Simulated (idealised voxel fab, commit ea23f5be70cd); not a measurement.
Process module under the name voxel transistor to metal
For reference, the cross-section in this document is cut, with width 215 nm and square cells of 5 nm.
Cross-section spec: square-cell grid; bands listed top down; each band is one or more rows. Basically the band line says how high the top is and how high the bottom is, in nm, and then what's in it from left to right, every material with its width in nm. Empty space shows up as "empty", and if a single material carries "everywhere" it runs the full band edge to edge. Heights are reckoned from 0. Under this level, the received wafer is all of one material. The bottommost band is open-ended downward, for example "0 and below". The notation "30->40" denotes a width that varies across the rows of cells in the band, beginning at the first number in the top row, finishing at the second number in the bottom row, and changing by an identical amount from each row to the next. Any step labelled "remained the same" changed none of the cells in the cross-section. In "Enclosed void inventory" the enclosed voids are listed, meaning empty spaces of 8 cells or larger without any opening to the top. The form is width x height at distance, distance from the left edge, units nm. Past the settings on a step's line: simulator remark, on that step. overlay nm: how far to the right of its planned place the mask lay on this masked step (negative: to the left).

### Steps in the process plan
1,RECEIVE [material Si]
2,OXIDIZE [depth nm 5]
3,CONFORMAL_DEP [material SiN] [thk nm 10]
4,DIRECTIONAL_DEP [material aC] [thk nm 15]
5,PATTERN [tone cover] [mask id ACTIVE] [material resist] [width nm 115] [thk nm 30] [overlay nm 0]
6,DIRECTIONAL_ETCH [etch materials aC] [depth nm 15]
7,STRIP [etch materials resist]
8,DIRECTIONAL_ETCH [etch materials SiN] [depth nm 10]
9,DIRECTIONAL_ETCH [etch materials SiO2] [depth nm 5]
10,DIRECTIONAL_ETCH [etch materials Si] [depth nm 25]
11,STRIP [etch materials aC]
12,FILL_DEP [material SiO2] [thk nm 10]
13,CMP [height nm 10]
14,SELECTIVE_ETCH [etch materials SiO2] [depth nm 10]
15,STRIP [etch materials SiN]
16,SELECTIVE_ETCH [etch materials SiO2] [depth nm 5]
17,OXIDIZE [depth nm 5]
18,DIRECTIONAL_DEP [material polySi] [thk nm 25]
19,DIRECTIONAL_DEP [material SiCN] [thk nm 15]
20,PATTERN [tone cover] [mask id GATE] [material resist] [width nm 35] [thk nm 15] [overlay nm 0]
21,DIRECTIONAL_ETCH [etch materials SiCN] [depth nm 25]
22,DIRECTIONAL_ETCH [etch materials polySi] [depth nm 35]
23,STRIP [etch materials resist]
24,CONFORMAL_DEP [material SiO2] [thk nm 5]
25,DIRECTIONAL_ETCH [etch materials SiO2] [depth nm 5]
26,CONFORMAL_DEP [material SiN] [thk nm 5]
27,DIRECTIONAL_ETCH [etch materials SiN] [depth nm 5]
28,DIRECTIONAL_ETCH [etch materials SiO2] [depth nm 5]
29,EPI [material pSi] [thk nm 5]
30,FILL_DEP [material SiO2] [thk nm 10]
31,CMP [height nm 20]
32,STRIP [etch materials polySi]
33,SELECTIVE_ETCH [etch materials SiO2] [depth nm 5]
34,CONFORMAL_DEP [material HfO2] [thk nm 5]
35,CONFORMAL_DEP [material TiN] [thk nm 5]
36,FILL_DEP [material W] [thk nm 10]
37,CMP [height nm 15]
38,DIRECTIONAL_DEP [material SiO2] [thk nm 15]
39,MASKED_ETCH [tone open] [mask id CONTACT] [width nm 15] [pitch nm 80] [etch materials SiO2] [depth nm 35] [overlay nm 0]
40,CONFORMAL_DEP [material TiN] [thk nm 5]
41,FILL_DEP [material W] [thk nm 5]
42,CMP [height nm 30]
43,CONFORMAL_DEP [material SiCN] [thk nm 5]
44,DIRECTIONAL_DEP [material SiO2] [thk nm 20]
45,PATTERN [tone open] [mask id METAL_1] [material resist] [width nm 15] [pitch nm 80] [thk nm 15] [overlay nm 0]
46,DIRECTIONAL_ETCH [etch materials SiO2] [depth nm 20]
47,DIRECTIONAL_ETCH [etch materials SiCN] [depth nm 5]
48,STRIP [etch materials resist]
49,CONFORMAL_DEP [material TiN] [thk nm 5]
50,FILL_DEP [material Cu] [thk nm 10]
51,CMP [height nm 55]
52,EPI [material Ru] [thk nm 5]
53,FILL_DEP [material SiCN] [thk nm 5]

### Wafer, first of two, run as planned

### Delivered wafer in cross-section: state after step 1
0 and below = Si everywhere
Enclosed void inventory: none

### Presented here is a cross-section of the wafer after step 2 has been performed
0 down to -5 = SiO2 everywhere
Below -5, no change.

### Presented here is a cross-section of the wafer after step 3 has been performed
10 down to 0 = SiN everywhere
Below 0, no change.

### Presented here is a cross-section of the wafer after step 4 has been performed
25 down to 10 = aC everywhere
Below 10, no change.

### Presented here is a cross-section of the wafer after step 5 has been performed
55 down to 25 = 50 nm empty  115 nm resist  50 nm empty
Below 25, no change.

### Presented here is a cross-section of the wafer after step 6 has been performed
40 down to 25 = 50 nm empty  115 nm resist  50 nm empty
25 down to 10 = 50 nm empty  115 nm aC  50 nm empty
Below 10, no change.

### Presented here is a cross-section of the wafer after step 7 has been performed
25 down to 10 = 50 nm empty  115 nm aC  50 nm empty
Below 10, no change.

### Presented here is a cross-section of the wafer after step 8 has been performed
25 down to 10 = 50 nm empty  115 nm aC  50 nm empty
10 down to 0 = 50 nm empty  115 nm SiN  50 nm empty
Below 0, no change.

### Presented here is a cross-section of the wafer after step 9 has been performed
25 down to 10 = 50 nm empty  115 nm aC  50 nm empty
10 down to 0 = 50 nm empty  115 nm SiN  50 nm empty
0 down to -5 = 50 nm empty  115 nm SiO2  50 nm empty
Below -5, no change.

### Presented here is a cross-section of the wafer after step 10 has been performed
25 down to 10 = 50 nm empty  115 nm aC  50 nm empty
10 down to 0 = 50 nm empty  115 nm SiN  50 nm empty
0 down to -5 = 50 nm empty  115 nm SiO2  50 nm empty
-5 down to -30 = 50 nm empty  115 nm Si  50 nm empty
Below -30, no change.

### Presented here is a cross-section of the wafer after step 11 has been performed
10 down to 0 = 50 nm empty  115 nm SiN  50 nm empty
Below 0, no change.

### Presented here is a cross-section of the wafer after step 12 has been performed
20 down to 10 = SiO2 everywhere
10 down to 0 = 50 nm SiO2  115 nm SiN  50 nm SiO2
0 down to -5 = SiO2 everywhere
-5 down to -30 = 50 nm SiO2  115 nm Si  50 nm SiO2
Below -30, no change.

### Presented here is a cross-section of the wafer after step 13 has been performed
10 down to 0 = 50 nm SiO2  115 nm SiN  50 nm SiO2
Below 0, no change.

### Presented here is a cross-section of the wafer after step 14 has been performed
10 down to 0 = 50 nm empty  115 nm SiN  50 nm empty
Below 0, no change.

### Presented here is a cross-section of the wafer after step 15 has been performed
0 down to -5 = SiO2 everywhere
Below -5, no change.

### Presented here is a cross-section of the wafer after step 16 has been performed
-5 down to -30 = 50 nm SiO2  115 nm Si  50 nm SiO2
Below -30, no change.

### Presented here is a cross-section of the wafer after step 17 has been performed
-5 down to -10 = SiO2 everywhere
Below -10, no change.

### Presented here is a cross-section of the wafer after step 18 has been performed
20 down to -5 = polySi everywhere
Below -5, no change.

### Presented here is a cross-section of the wafer after step 19 has been performed
35 down to 20 = SiCN everywhere
Below 20, no change.

### Presented here is a cross-section of the wafer after step 20 has been performed
50 down to 35 = 90 nm empty  35 nm resist  90 nm empty
Below 35, no change.

### Presented here is a cross-section of the wafer after step 21 has been performed
50 down to 35 = 90 nm empty  35 nm resist  90 nm empty
35 down to 20 = 90 nm empty  35 nm SiCN  90 nm empty
Below 20, no change.

### Presented here is a cross-section of the wafer after step 22 has been performed
50 down to 35 = 90 nm empty  35 nm resist  90 nm empty
35 down to 20 = 90 nm empty  35 nm SiCN  90 nm empty
20 down to -5 = 90 nm empty  35 nm polySi  90 nm empty
Below -5, no change.

### Presented here is a cross-section of the wafer after step 23 has been performed
35 down to 20 = 90 nm empty  35 nm SiCN  90 nm empty
Below 20, no change.

### Presented here is a cross-section of the wafer after step 24 has been performed
40 down to 35 = 85 nm empty  45 nm SiO2  85 nm empty
35 down to 20 = 85 nm empty  5 nm SiO2  35 nm SiCN  5 nm SiO2  85 nm empty
20 down to 0 = 85 nm empty  5 nm SiO2  35 nm polySi  5 nm SiO2  85 nm empty
0 down to -5 = 90 nm SiO2  35 nm polySi  90 nm SiO2
Below -5, no change.

### Presented here is a cross-section of the wafer after step 25 has been performed
35 down to 20 = 85 nm empty  5 nm SiO2  35 nm SiCN  5 nm SiO2  85 nm empty
20 down to -5 = 85 nm empty  5 nm SiO2  35 nm polySi  5 nm SiO2  85 nm empty
Below -5, no change.

### Presented here is a cross-section of the wafer after step 26 has been performed
40 down to 35 = 80 nm empty  55 nm SiN  80 nm empty
35 down to 20 = 80 nm empty  5 nm SiN  5 nm SiO2  35 nm SiCN  5 nm SiO2  5 nm SiN  80 nm empty
20 down to 0 = 80 nm empty  5 nm SiN  5 nm SiO2  35 nm polySi  5 nm SiO2  5 nm SiN  80 nm empty
0 down to -5 = 85 nm SiN  5 nm SiO2  35 nm polySi  5 nm SiO2  85 nm SiN
Below -5, no change.

### Presented here is a cross-section of the wafer after step 27 has been performed
35 down to 20 = 80 nm empty  5 nm SiN  5 nm SiO2  35 nm SiCN  5 nm SiO2  5 nm SiN  80 nm empty
20 down to -5 = 80 nm empty  5 nm SiN  5 nm SiO2  35 nm polySi  5 nm SiO2  5 nm SiN  80 nm empty
Below -5, no change.

### Presented here is a cross-section of the wafer after step 28 has been performed
35 down to 30 = 80 nm empty  5 nm SiN  5 nm empty  35 nm SiCN  5 nm empty  5 nm SiN  80 nm empty
30 down to 20 = 80 nm empty  5 nm SiN  5 nm SiO2  35 nm SiCN  5 nm SiO2  5 nm SiN  80 nm empty
20 down to -5 = 80 nm empty  5 nm SiN  5 nm SiO2  35 nm polySi  5 nm SiO2  5 nm SiN  80 nm empty
-5 down to -10 = 80 nm empty  55 nm SiO2  80 nm empty
Below -10, no change.

### Presented here is a cross-section of the wafer after step 29 has been performed
35 down to 30 = 80 nm empty  5 nm SiN  5 nm empty  35 nm SiCN  5 nm empty  5 nm SiN  80 nm empty
30 down to 20 = 80 nm empty  5 nm SiN  5 nm SiO2  35 nm SiCN  5 nm SiO2  5 nm SiN  80 nm empty
20 down to -5 = 80 nm empty  5 nm SiN  5 nm SiO2  35 nm polySi  5 nm SiO2  5 nm SiN  80 nm empty
-5 down to -10 = 45 nm empty  35 nm pSi  55 nm SiO2  35 nm pSi  45 nm empty
Below -10, no change.

### Presented here is a cross-section of the wafer after step 30 has been performed
45 down to 35 = SiO2 everywhere
35 down to 20 = 80 nm SiO2  5 nm SiN  5 nm SiO2  35 nm SiCN  5 nm SiO2  5 nm SiN  80 nm SiO2
20 down to -5 = 80 nm SiO2  5 nm SiN  5 nm SiO2  35 nm polySi  5 nm SiO2  5 nm SiN  80 nm SiO2
-5 down to -10 = 45 nm SiO2  35 nm pSi  55 nm SiO2  35 nm pSi  45 nm SiO2
Below -10, no change.

### Presented here is a cross-section of the wafer after step 31 has been performed
20 down to -5 = 80 nm SiO2  5 nm SiN  5 nm SiO2  35 nm polySi  5 nm SiO2  5 nm SiN  80 nm SiO2
Below -5, no change.

### Presented here is a cross-section of the wafer after step 32 has been performed
20 down to -5 = 80 nm SiO2  5 nm SiN  5 nm SiO2  35 nm empty  5 nm SiO2  5 nm SiN  80 nm SiO2
Below -5, no change.

### Presented here is a cross-section of the wafer after step 33 has been performed
20 down to 15 = 80 nm empty  5 nm SiN  45 nm empty  5 nm SiN  80 nm empty
15 down to -5 = 80 nm SiO2  5 nm SiN  45 nm empty  5 nm SiN  80 nm SiO2
-5 down to -10 = 45 nm SiO2  35 nm pSi  5 nm SiO2  45 nm empty  5 nm SiO2  35 nm pSi  45 nm SiO2
Below -10, no change.

### Presented here is a cross-section of the wafer after step 34 has been performed
25 down to 20 = 75 nm empty  15 nm HfO2  35 nm empty  15 nm HfO2  75 nm empty
20 down to 15 = 80 nm HfO2  5 nm SiN  5 nm HfO2  35 nm empty  5 nm HfO2  5 nm SiN  80 nm HfO2
15 down to -5 = 80 nm SiO2  5 nm SiN  5 nm HfO2  35 nm empty  5 nm HfO2  5 nm SiN  80 nm SiO2
-5 down to -10 = 45 nm SiO2  35 nm pSi  5 nm SiO2  45 nm HfO2  5 nm SiO2  35 nm pSi  45 nm SiO2
Below -10, no change.

### Presented here is a cross-section of the wafer after step 35 has been performed
30 down to 25 = 70 nm empty  25 nm TiN  25 nm empty  25 nm TiN  70 nm empty
25 down to 20 = 75 nm TiN  15 nm HfO2  5 nm TiN  25 nm empty  5 nm TiN  15 nm HfO2  75 nm TiN
20 down to 15 = 80 nm HfO2  5 nm SiN  5 nm HfO2  5 nm TiN  25 nm empty  5 nm TiN  5 nm HfO2  5 nm SiN  80 nm HfO2
15 down to 0 = 80 nm SiO2  5 nm SiN  5 nm HfO2  5 nm TiN  25 nm empty  5 nm TiN  5 nm HfO2  5 nm SiN  80 nm SiO2
0 down to -5 = 80 nm SiO2  5 nm SiN  5 nm HfO2  35 nm TiN  5 nm HfO2  5 nm SiN  80 nm SiO2
Below -5, no change.

### Presented here is a cross-section of the wafer after step 36 has been performed
40 down to 30 = W everywhere
30 down to 25 = 70 nm W  25 nm TiN  25 nm W  25 nm TiN  70 nm W
25 down to 20 = 75 nm TiN  15 nm HfO2  5 nm TiN  25 nm W  5 nm TiN  15 nm HfO2  75 nm TiN
20 down to 15 = 80 nm HfO2  5 nm SiN  5 nm HfO2  5 nm TiN  25 nm W  5 nm TiN  5 nm HfO2  5 nm SiN  80 nm HfO2
15 down to 0 = 80 nm SiO2  5 nm SiN  5 nm HfO2  5 nm TiN  25 nm W  5 nm TiN  5 nm HfO2  5 nm SiN  80 nm SiO2
Below 0, no change.

### Presented here is a cross-section of the wafer after step 37 has been performed
15 down to 0 = 80 nm SiO2  5 nm SiN  5 nm HfO2  5 nm TiN  25 nm W  5 nm TiN  5 nm HfO2  5 nm SiN  80 nm SiO2
Below 0, no change.

### Presented here is a cross-section of the wafer after step 38 has been performed
30 down to 15 = SiO2 everywhere
Below 15, no change.

### Presented here is a cross-section of the wafer after step 39 has been performed
30 down to 15 = 60 nm SiO2  15 nm empty  65 nm SiO2  15 nm empty  60 nm SiO2
15 down to 0 = 60 nm SiO2  15 nm empty  5 nm SiO2  5 nm SiN  5 nm HfO2  5 nm TiN  25 nm W  5 nm TiN  5 nm HfO2  5 nm SiN  5 nm SiO2  15 nm empty  60 nm SiO2
0 down to -5 = 60 nm SiO2  15 nm empty  5 nm SiO2  5 nm SiN  5 nm HfO2  35 nm TiN  5 nm HfO2  5 nm SiN  5 nm SiO2  15 nm empty  60 nm SiO2
Below -5, no change.

### Presented here is a cross-section of the wafer after step 40 has been performed
35 down to 30 = 65 nm TiN  5 nm empty  75 nm TiN  5 nm empty  65 nm TiN
30 down to 15 = 60 nm SiO2  5 nm TiN  5 nm empty  5 nm TiN  65 nm SiO2  5 nm TiN  5 nm empty  5 nm TiN  60 nm SiO2
15 down to 0 = 60 nm SiO2  5 nm TiN  5 nm empty  5 nm TiN  5 nm SiO2  5 nm SiN  5 nm HfO2  5 nm TiN  25 nm W  5 nm TiN  5 nm HfO2  5 nm SiN  5 nm SiO2  5 nm TiN  5 nm empty  5 nm TiN  60 nm SiO2
0 down to -5 = 60 nm SiO2  15 nm TiN  5 nm SiO2  5 nm SiN  5 nm HfO2  35 nm TiN  5 nm HfO2  5 nm SiN  5 nm SiO2  15 nm TiN  60 nm SiO2
Below -5, no change.

### Presented here is a cross-section of the wafer after step 41 has been performed
40 down to 35 = W everywhere
35 down to 30 = 65 nm TiN  5 nm W  75 nm TiN  5 nm W  65 nm TiN
30 down to 15 = 60 nm SiO2  5 nm TiN  5 nm W  5 nm TiN  65 nm SiO2  5 nm TiN  5 nm W  5 nm TiN  60 nm SiO2
15 down to 0 = 60 nm SiO2  5 nm TiN  5 nm W  5 nm TiN  5 nm SiO2  5 nm SiN  5 nm HfO2  5 nm TiN  25 nm W  5 nm TiN  5 nm HfO2  5 nm SiN  5 nm SiO2  5 nm TiN  5 nm W  5 nm TiN  60 nm SiO2
Below 0, no change.

### Presented here is a cross-section of the wafer after step 42 has been performed
30 down to 15 = 60 nm SiO2  5 nm TiN  5 nm W  5 nm TiN  65 nm SiO2  5 nm TiN  5 nm W  5 nm TiN  60 nm SiO2
Below 15, no change.

### Presented here is a cross-section of the wafer after step 43 has been performed
35 down to 30 = SiCN everywhere
Below 30, no change.

### Presented here is a cross-section of the wafer after step 44 has been performed
55 down to 35 = SiO2 everywhere
Below 35, no change.

### Presented here is a cross-section of the wafer after step 45 has been performed
70 down to 55 = 60 nm resist  15 nm empty  65 nm resist  15 nm empty  60 nm resist
Below 55, no change.

### Presented here is a cross-section of the wafer after step 46 has been performed
70 down to 55 = 60 nm resist  15 nm empty  65 nm resist  15 nm empty  60 nm resist
55 down to 35 = 60 nm SiO2  15 nm empty  65 nm SiO2  15 nm empty  60 nm SiO2
Below 35, no change.

### Presented here is a cross-section of the wafer after step 47 has been performed
70 down to 55 = 60 nm resist  15 nm empty  65 nm resist  15 nm empty  60 nm resist
55 down to 35 = 60 nm SiO2  15 nm empty  65 nm SiO2  15 nm empty  60 nm SiO2
35 down to 30 = 60 nm SiCN  15 nm empty  65 nm SiCN  15 nm empty  60 nm SiCN
Below 30, no change.

### Presented here is a cross-section of the wafer after step 48 has been performed
55 down to 35 = 60 nm SiO2  15 nm empty  65 nm SiO2  15 nm empty  60 nm SiO2
Below 35, no change.

### Presented here is a cross-section of the wafer after step 49 has been performed
60 down to 55 = 65 nm TiN  5 nm empty  75 nm TiN  5 nm empty  65 nm TiN
55 down to 35 = 60 nm SiO2  5 nm TiN  5 nm empty  5 nm TiN  65 nm SiO2  5 nm TiN  5 nm empty  5 nm TiN  60 nm SiO2
35 down to 30 = 60 nm SiCN  15 nm TiN  65 nm SiCN  15 nm TiN  60 nm SiCN
Below 30, no change.

### Presented here is a cross-section of the wafer after step 50 has been performed
70 down to 60 = Cu everywhere
60 down to 55 = 65 nm TiN  5 nm Cu  75 nm TiN  5 nm Cu  65 nm TiN
55 down to 35 = 60 nm SiO2  5 nm TiN  5 nm Cu  5 nm TiN  65 nm SiO2  5 nm TiN  5 nm Cu  5 nm TiN  60 nm SiO2
Below 35, no change.

### Presented here is a cross-section of the wafer after step 51 has been performed
55 down to 35 = 60 nm SiO2  5 nm TiN  5 nm Cu  5 nm TiN  65 nm SiO2  5 nm TiN  5 nm Cu  5 nm TiN  60 nm SiO2
Below 35, no change.

### Presented here is a cross-section of the wafer after step 52 has been performed
60 down to 55 = 55 nm empty  25 nm Ru  55 nm empty  25 nm Ru  55 nm empty
Below 55, no change.

### Presented here is a cross-section of the wafer after step 53 has been performed
65 down to 60 = SiCN everywhere
60 down to 55 = 55 nm SiCN  25 nm Ru  55 nm SiCN  25 nm Ru  55 nm SiCN
Below 55, no change.

### Here the second wafer is described. Its start and its plan were those of the first wafer. Its run contained one mistake. Up to and including step 34, it did exactly what the first wafer did

### Second wafer cross-section, taken as of the time the plan sets for step 35 to be done
30 down to 25 = 70 nm empty  25 nm Cu  25 nm empty  25 nm Cu  70 nm empty
25 down to 20 = 75 nm Cu  15 nm HfO2  5 nm Cu  25 nm empty  5 nm Cu  15 nm HfO2  75 nm Cu
20 down to 15 = 80 nm HfO2  5 nm SiN  5 nm HfO2  5 nm Cu  25 nm empty  5 nm Cu  5 nm HfO2  5 nm SiN  80 nm HfO2
15 down to 0 = 80 nm SiO2  5 nm SiN  5 nm HfO2  5 nm Cu  25 nm empty  5 nm Cu  5 nm HfO2  5 nm SiN  80 nm SiO2
0 down to -5 = 80 nm SiO2  5 nm SiN  5 nm HfO2  35 nm Cu  5 nm HfO2  5 nm SiN  80 nm SiO2
Below -5, no change.

### Second wafer cross-section, taken as of the time the plan sets for step 36 to be done
40 down to 30 = W everywhere
30 down to 25 = 70 nm W  25 nm Cu  25 nm W  25 nm Cu  70 nm W
25 down to 20 = 75 nm Cu  15 nm HfO2  5 nm Cu  25 nm W  5 nm Cu  15 nm HfO2  75 nm Cu
20 down to 15 = 80 nm HfO2  5 nm SiN  5 nm HfO2  5 nm Cu  25 nm W  5 nm Cu  5 nm HfO2  5 nm SiN  80 nm HfO2
15 down to 0 = 80 nm SiO2  5 nm SiN  5 nm HfO2  5 nm Cu  25 nm W  5 nm Cu  5 nm HfO2  5 nm SiN  80 nm SiO2
Below 0, no change.

### Second wafer cross-section, taken as of the time the plan sets for step 37 to be done
15 down to 0 = 80 nm SiO2  5 nm SiN  5 nm HfO2  5 nm Cu  25 nm W  5 nm Cu  5 nm HfO2  5 nm SiN  80 nm SiO2
Below 0, no change.

### Second wafer cross-section, taken as of the time the plan sets for step 38 to be done
30 down to 15 = SiO2 everywhere
Below 15, no change.

### Second wafer cross-section, taken as of the time the plan sets for step 39 to be done
30 down to 15 = 60 nm SiO2  15 nm empty  65 nm SiO2  15 nm empty  60 nm SiO2
15 down to 0 = 60 nm SiO2  15 nm empty  5 nm SiO2  5 nm SiN  5 nm HfO2  5 nm Cu  25 nm W  5 nm Cu  5 nm HfO2  5 nm SiN  5 nm SiO2  15 nm empty  60 nm SiO2
0 down to -5 = 60 nm SiO2  15 nm empty  5 nm SiO2  5 nm SiN  5 nm HfO2  35 nm Cu  5 nm HfO2  5 nm SiN  5 nm SiO2  15 nm empty  60 nm SiO2
Below -5, no change.

### Second wafer cross-section, taken as of the time the plan sets for step 40 to be done
35 down to 30 = 65 nm TiN  5 nm empty  75 nm TiN  5 nm empty  65 nm TiN
30 down to 15 = 60 nm SiO2  5 nm TiN  5 nm empty  5 nm TiN  65 nm SiO2  5 nm TiN  5 nm empty  5 nm TiN  60 nm SiO2
15 down to 0 = 60 nm SiO2  5 nm TiN  5 nm empty  5 nm TiN  5 nm SiO2  5 nm SiN  5 nm HfO2  5 nm Cu  25 nm W  5 nm Cu  5 nm HfO2  5 nm SiN  5 nm SiO2  5 nm TiN  5 nm empty  5 nm TiN  60 nm SiO2
0 down to -5 = 60 nm SiO2  15 nm TiN  5 nm SiO2  5 nm SiN  5 nm HfO2  35 nm Cu  5 nm HfO2  5 nm SiN  5 nm SiO2  15 nm TiN  60 nm SiO2
Below -5, no change.

### Second wafer cross-section, taken as of the time the plan sets for step 41 to be done
40 down to 35 = W everywhere
35 down to 30 = 65 nm TiN  5 nm W  75 nm TiN  5 nm W  65 nm TiN
30 down to 15 = 60 nm SiO2  5 nm TiN  5 nm W  5 nm TiN  65 nm SiO2  5 nm TiN  5 nm W  5 nm TiN  60 nm SiO2
15 down to 0 = 60 nm SiO2  5 nm TiN  5 nm W  5 nm TiN  5 nm SiO2  5 nm SiN  5 nm HfO2  5 nm Cu  25 nm W  5 nm Cu  5 nm HfO2  5 nm SiN  5 nm SiO2  5 nm TiN  5 nm W  5 nm TiN  60 nm SiO2
Below 0, no change.

### Second wafer cross-section, taken as of the time the plan sets for step 42 to be done
30 down to 15 = 60 nm SiO2  5 nm TiN  5 nm W  5 nm TiN  65 nm SiO2  5 nm TiN  5 nm W  5 nm TiN  60 nm SiO2
Below 15, no change.

### Second wafer cross-section, taken as of the time the plan sets for step 43 to be done
35 down to 30 = SiCN everywhere
Below 30, no change.

### Second wafer cross-section, taken as of the time the plan sets for step 44 to be done
55 down to 35 = SiO2 everywhere
Below 35, no change.

### Second wafer cross-section, taken as of the time the plan sets for step 45 to be done
70 down to 55 = 60 nm resist  15 nm empty  65 nm resist  15 nm empty  60 nm resist
Below 55, no change.

### Second wafer cross-section, taken as of the time the plan sets for step 46 to be done
70 down to 55 = 60 nm resist  15 nm empty  65 nm resist  15 nm empty  60 nm resist
55 down to 35 = 60 nm SiO2  15 nm empty  65 nm SiO2  15 nm empty  60 nm SiO2
Below 35, no change.

### Second wafer cross-section, taken as of the time the plan sets for step 47 to be done
70 down to 55 = 60 nm resist  15 nm empty  65 nm resist  15 nm empty  60 nm resist
55 down to 35 = 60 nm SiO2  15 nm empty  65 nm SiO2  15 nm empty  60 nm SiO2
35 down to 30 = 60 nm SiCN  15 nm empty  65 nm SiCN  15 nm empty  60 nm SiCN
Below 30, no change.

### Second wafer cross-section, taken as of the time the plan sets for step 48 to be done
55 down to 35 = 60 nm SiO2  15 nm empty  65 nm SiO2  15 nm empty  60 nm SiO2
Below 35, no change.

### Second wafer cross-section, taken as of the time the plan sets for step 49 to be done
60 down to 55 = 65 nm TiN  5 nm empty  75 nm TiN  5 nm empty  65 nm TiN
55 down to 35 = 60 nm SiO2  5 nm TiN  5 nm empty  5 nm TiN  65 nm SiO2  5 nm TiN  5 nm empty  5 nm TiN  60 nm SiO2
35 down to 30 = 60 nm SiCN  15 nm TiN  65 nm SiCN  15 nm TiN  60 nm SiCN
Below 30, no change.

### Second wafer cross-section, taken as of the time the plan sets for step 50 to be done
70 down to 60 = Cu everywhere
60 down to 55 = 65 nm TiN  5 nm Cu  75 nm TiN  5 nm Cu  65 nm TiN
55 down to 35 = 60 nm SiO2  5 nm TiN  5 nm Cu  5 nm TiN  65 nm SiO2  5 nm TiN  5 nm Cu  5 nm TiN  60 nm SiO2
Below 35, no change.

### Second wafer cross-section, taken as of the time the plan sets for step 51 to be done
55 down to 35 = 60 nm SiO2  5 nm TiN  5 nm Cu  5 nm TiN  65 nm SiO2  5 nm TiN  5 nm Cu  5 nm TiN  60 nm SiO2
Below 35, no change.

### Second wafer cross-section, taken as of the time the plan sets for step 52 to be done
60 down to 55 = 55 nm empty  25 nm Ru  55 nm empty  25 nm Ru  55 nm empty
Below 55, no change.

### Second wafer cross-section, taken as of the time the plan sets for step 53 to be done
65 down to 60 = SiCN everywhere
60 down to 55 = 55 nm SiCN  25 nm Ru  55 nm SiCN  25 nm Ru  55 nm SiCN
Below 55, no change.
Deviation from plan: step 35 ran as: CONFORMAL_DEP [material Cu] [thk nm 5]
Final comparison by cell count, materials where the second wafer has more or fewer than the first: Cu: 13 more; TiN: 13 fewer
